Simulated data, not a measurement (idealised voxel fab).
Process module heading - voxel lift off
The width of the displayed cross-section, cut, is 275 nm; its cells are square, with a size of 5 nm.
Cross-section, as written here: a square-cell grid given band by band from the top down, where a band holds one or more rows of cells. The entry gives the band's vertical extent as a top height and a bottom height in nm, then its horizontal make-up as materials from left to right, each with a width in nm. "blank" stands for empty space; a single material marked "throughout" fills the band edge to edge. Height 0 is the level under which the wafer as received is all one material. The lowest band goes on downwards, as in "top 0, no bottom". Think of "30 to 40" as a width that walks from the first number to the second as you go down the band, top row to bottom row, taking equal-sized steps from row to row. When a step is marked "no alterations made", none of the cells in the cross-section changed during that step. Any empty space of 8 cells or more lacking an open way to the top shows up in "Completely enclosed voids" as width x height at distance, distance from the left edge, in nm. Whatever follows a step's settings on its line is a remark the simulator itself makes about that step. What "overlay nm" on a step's line means: if the step has a mask, that mask lay this far to the right of its planned place, or, when the value is negative, to the left.
# List of planned process steps
- 1: RECEIVE with material Si
- 2: CONFORMAL_DEP with material Al2O3, thk nm 5
- 3: PATTERN with tone open, mask id LINES, material resist, width nm 25, pitch nm 45, thk nm 25, overlay nm 0
- 4: DIRECTIONAL_DEP with material Ru, thk nm 10
- 5: STRIP with etch materials resist
- 6: CONFORMAL_DEP with material SiCN, thk nm 10
# first wafer, as planned
# Cross-section of the wafer as it came to us, i.e., already through step 1
    top 0, no bottom: Si throughout
    Completely enclosed voids: none
# The wafer in cross-section once step 2 is complete
    top 5, bottom 0: Al2O3 throughout
    All layers under 0 are left as they were.
# The wafer in cross-section once step 3 is complete
    top 30, bottom 5: resist 80 nm  blank 25 nm  resist 20 nm  blank 25 nm  resist 20 nm  blank 25 nm  resist 80 nm
    All layers under 5 are left as they were.
# The wafer in cross-section once step 4 is complete
    top 40, bottom 30: Ru 80 nm  blank 25 nm  Ru 20 nm  blank 25 nm  Ru 20 nm  blank 25 nm  Ru 80 nm
    top 30, bottom 15: resist 80 nm  blank 25 nm  resist 20 nm  blank 25 nm  resist 20 nm  blank 25 nm  resist 80 nm
    top 15, bottom 5: resist 80 nm  Ru 25 nm  resist 20 nm  Ru 25 nm  resist 20 nm  Ru 25 nm  resist 80 nm
    All layers under 5 are left as they were.
# The wafer in cross-section once step 5 is complete
    top 15, bottom 5: blank 80 nm  Ru 25 nm  blank 20 nm  Ru 25 nm  blank 20 nm  Ru 25 nm  blank 80 nm
    All layers under 5 are left as they were.
# The wafer in cross-section once step 6 is complete
    top 25, bottom 15: blank 70 nm  SiCN 135 nm  blank 70 nm
    top 15, bottom 5: SiCN 80 nm  Ru 25 nm  SiCN 20 nm  Ru 25 nm  SiCN 20 nm  Ru 25 nm  SiCN 80 nm
    All layers under 5 are left as they were.
# Wafer two of two - same starting point, same process plan, one mistake in execution; matches wafer one up to and including step 4
# Second wafer at the planned finish of step 5, seen in cross-section
    top 15, bottom 5: blank 80 nm  Ru 25 nm  blank 20 nm  Ru 25 nm  blank 20 nm  Ru 25 nm  blank 80 nm
    All layers under 5 are left as they were.
# Second wafer at the planned finish of step 6, seen in cross-section
    top 25, bottom 15: blank 70 nm  SiCN 135 nm  blank 70 nm
    top 15, bottom 5: SiCN 80 nm  Ru 25 nm  SiCN 20 nm  Ru 25 nm  SiCN 20 nm  Ru 25 nm  SiCN 80 nm
    All layers under 5 are left as they were.
Against the plan, the run slipped here: plan step 5 ran twice
The final cross-section is the same for the two wafers, so this model computes the same thing whether or not the mistake was made.
